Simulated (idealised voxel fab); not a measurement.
process module | voxel wiring stack
cross-section cut | 230 nm wide | cells 5 nm
A cross-section is a grid of square cells, given in bands from the top down. A band is one or more rows of cells.
Each band's line starts with the height of the band's top and of its bottom, in nm. Then come its materials from left to right, each with its width in nm. One material with "throughout" fills the band from edge to edge. "air" is empty space.
Height 0 is the level under which the wafer as received is all one material. The lowest band goes on downwards, as in "0 down".
A width such as "30 to 40" changes by the same amount from each row of cells to the next, from the band's top row to its bottom row.
"no change" after a step means that no cell of the cross-section changed.
closed voids: empty space of 8 cells or more with no open way to the top, each as width x height at its distance from the left edge, in nm
after a step's settings: what the simulator itself notes on the step
overlay nm, on a step with a mask: how far to the right of its planned place the mask lay; to the left if negative
plan
1 op RECEIVE | material Si
2 op CONFORMAL_DEP | material SiO2 | thk nm 10
3 op DIRECTIONAL_DEP | material TiN | thk nm 5
4 op DIRECTIONAL_DEP | material W | thk nm 25
5 op DIRECTIONAL_DEP | material aC | thk nm 15
6 op PATTERN | tone cover | mask id METAL_1 | material resist | width nm 20 | pitch nm 45 | thk nm 35 | overlay nm 0
7 op DIRECTIONAL_ETCH | etch materials aC | depth nm 15
8 op STRIP | etch materials resist
9 op DIRECTIONAL_ETCH | etch materials W | depth nm 25
10 op DIRECTIONAL_ETCH | etch materials TiN | depth nm 5
11 op STRIP | etch materials aC
12 op CONFORMAL_DEP | material SiCN | thk nm 5
13 op FILL_DEP | material lowk | thk nm 5
14 op CMP | height nm 40
15 op CONFORMAL_DEP | material SiCN | thk nm 5
16 op DIRECTIONAL_DEP | material SiO2 | thk nm 25
17 op MASKED_ETCH | tone open | mask id METAL_2 | width nm 20 | pitch nm 45 | etch materials SiO2 | depth nm 15 | overlay nm 0
18 op PATTERN | tone open | mask id METAL_2_HOLES | material resist | width nm 15 | pitch nm 90 | thk nm 15 | overlay nm 0
19 op DIRECTIONAL_ETCH | etch materials SiO2 | depth nm 10
20 op DIRECTIONAL_ETCH | etch materials SiCN | depth nm 5
21 op STRIP | etch materials resist
22 op CONFORMAL_DEP | material TiN | thk nm 5
23 op FILL_DEP | material Cu | thk nm 5
24 op CMP | height nm 70
25 op CONFORMAL_DEP | material SiCN | thk nm 5
as received, after step 1
  0 down: Si throughout
  closed voids: none
first wafer at the end, as planned
  75 to 70: SiCN throughout
  70 to 60: SiO2 35 | TiN 5 | Cu 10 | TiN 5 | SiO2 25 | TiN 5 | Cu 10 | TiN 5 | SiO2 25 | TiN 5 | Cu 10 | TiN 5 | SiO2 25 | TiN 5 | Cu 10 | TiN 5 | SiO2 40
  60 to 55: SiO2 35 | TiN 5 | Cu 5 | TiN 10 | SiO2 25 | TiN 20 | SiO2 25 | TiN 5 | Cu 5 | TiN 10 | SiO2 25 | TiN 20 | SiO2 40
  55 to 45: SiO2 35 | TiN 5 | Cu 5 | TiN 5 | SiO2 75 | TiN 5 | Cu 5 | TiN 5 | SiO2 90
  45 to 40: SiCN 35 | TiN 15 | SiCN 75 | TiN 15 | SiCN 90
  40 to 15: lowk 30 | SiCN 5 | W 20 | SiCN 5 | lowk 15 | SiCN 5 | W 20 | SiCN 5 | lowk 15 | SiCN 5 | W 20 | SiCN 5 | lowk 15 | SiCN 5 | W 20 | SiCN 5 | lowk 35
  15 to 10: SiCN 35 | TiN 20 | SiCN 25 | TiN 20 | SiCN 25 | TiN 20 | SiCN 25 | TiN 20 | SiCN 40
  10 to 0: SiO2 throughout
  0 down: Si throughout
  closed voids: none
second wafer at the end: like start, like plan, one mistake
  65 to 60: SiCN throughout
  60 to 55: SiO2 35 | TiN 5 | Cu 5 | TiN 10 | SiO2 25 | TiN 20 | SiO2 25 | TiN 5 | Cu 5 | TiN 10 | SiO2 25 | TiN 20 | SiO2 40
  55 to 45: SiO2 35 | TiN 5 | Cu 5 | TiN 5 | SiO2 75 | TiN 5 | Cu 5 | TiN 5 | SiO2 90
  45 to 40: SiCN 35 | TiN 15 | SiCN 75 | TiN 15 | SiCN 90
  40 to 15: lowk 30 | SiCN 5 | W 20 | SiCN 5 | lowk 15 | SiCN 5 | W 20 | SiCN 5 | lowk 15 | SiCN 5 | W 20 | SiCN 5 | lowk 15 | SiCN 5 | W 20 | SiCN 5 | lowk 35
  15 to 10: SiCN 35 | TiN 20 | SiCN 25 | TiN 20 | SiCN 25 | TiN 20 | SiCN 25 | TiN 20 | SiCN 40
  10 to 0: SiO2 throughout
  0 down: Si throughout
  closed voids: none
what went wrong: step 24 ran as: op CMP | height nm 60
at the end the second wafer has, in cells: 16 fewer of Cu | 60 fewer of SiO2 | 16 fewer of TiN
